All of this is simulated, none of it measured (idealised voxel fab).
Process module under the name voxel released beams
Square cells of 5 nm make up the cross-section cut, whose width is 290 nm.
Square cells in a grid make up a cross-section in this document, and the grid is given as bands, listed from the top down, each one or more rows of cells.
Read a band's entry like this: the first values are the height of its top and the height of its bottom in nm, and what follows is the sequence of materials from left to right, each with its width in nm. Note that "blank" is empty space, and that a single material marked "full width" reaches across the band from edge to edge.
Heads up on the height convention: 0 is the point under which the incoming wafer is all one material, and the lowest band has no bottom, it just keeps going down, like "0 -> down".
The expression "30 to 40" gives the width at the extremes of the band, the first number at its top row of cells and the second at its bottom row, with the width changing by equal amounts from each row to the next in between.
"changes: none" after a step means that no cell of the cross-section changed.
For the entry "Trapped cavities", the listed items are empty spaces with no open way to the top whose size is 8 cells or more; each item follows the pattern width x height at distance, where distance is from the left edge and all three are in nm.
If you see something after the settings on a step's line, that's the simulator's own remark about that step.
overlay nm: mask offset rightward from planned place, masked step; negative means leftward offset.

**Here's what the planned process steps look like**
1,RECEIVE with material Si
2,CONFORMAL_DEP with material SiN, thk nm 5
3,DIRECTIONAL_DEP with material SiO2, thk nm 10
4,MASKED_ETCH with tone open, mask id ANCHOR, width nm 30, etch materials SiO2, depth nm 10, overlay nm 0
5,CONFORMAL_DEP with material TiN, thk nm 10
6,MASKED_ETCH with tone cover, mask id BEAM, width nm 100, etch materials TiN, depth nm 10, overlay nm 0
7,STRIP with etch materials SiO2

**The first of two wafers, run as planned**

**Cross-section of the wafer upon arrival, representing the state reached after step 1**
0 -> down = Si full width
Trapped cavities: none

**Wafer section view after processing step 2**
5 -> 0 = SiN full width
No changes below 0.

**Wafer section view after processing step 3**
15 -> 5 = SiO2 full width
No changes below 5.

**Wafer section view after processing step 4**
15 -> 5 = 95 SiO2 / 30 blank / 165 SiO2
No changes below 5.

**Wafer section view after processing step 5**
25 -> 15 = 105 TiN / 10 blank / 175 TiN
15 -> 5 = 95 SiO2 / 30 TiN / 165 SiO2
No changes below 5.

**Wafer section view after processing step 6**
25 -> 15 = 90 blank / 15 TiN / 10 blank / 75 TiN / 100 blank
No changes below 15.

**Wafer section view after processing step 7**
25 -> 15 = 90 blank / 15 TiN / 10 blank / 75 TiN / 100 blank
15 -> 5 = 95 blank / 30 TiN / 165 blank
No changes below 5.

**Companion wafer, the second of two: same beginning, same intended sequence, one mistake in carrying it out; through step 3 inclusive it tracks the first exactly**

**X-section, second wafer, when step 4 was due to finish**
15 -> 5 = 95 blank / 30 SiO2 / 165 blank
No changes below 5.

**X-section, second wafer, when step 5 was due to finish**
25 -> 15 = 85 blank / 50 TiN / 155 blank
15 -> 5 = 95 TiN / 30 SiO2 / 165 TiN
No changes below 5.

**X-section, second wafer, when step 6 was due to finish**
25 -> 15 = 90 blank / 45 TiN / 155 blank
15 -> 5 = 85 blank / 10 TiN / 30 SiO2 / 65 TiN / 100 blank
No changes below 5.

X-section, second wafer, when step 7 was due to finish: changes: none
Diagnosis: step 4 deviated from plan and actually ran as MASKED_ETCH with tone cover, mask id ANCHOR, width nm 30, etch materials SiO2, depth nm 10, overlay nm 0
Final tally in cells, some materials are higher or lower on the second wafer than on the first: 12 more of SiO2
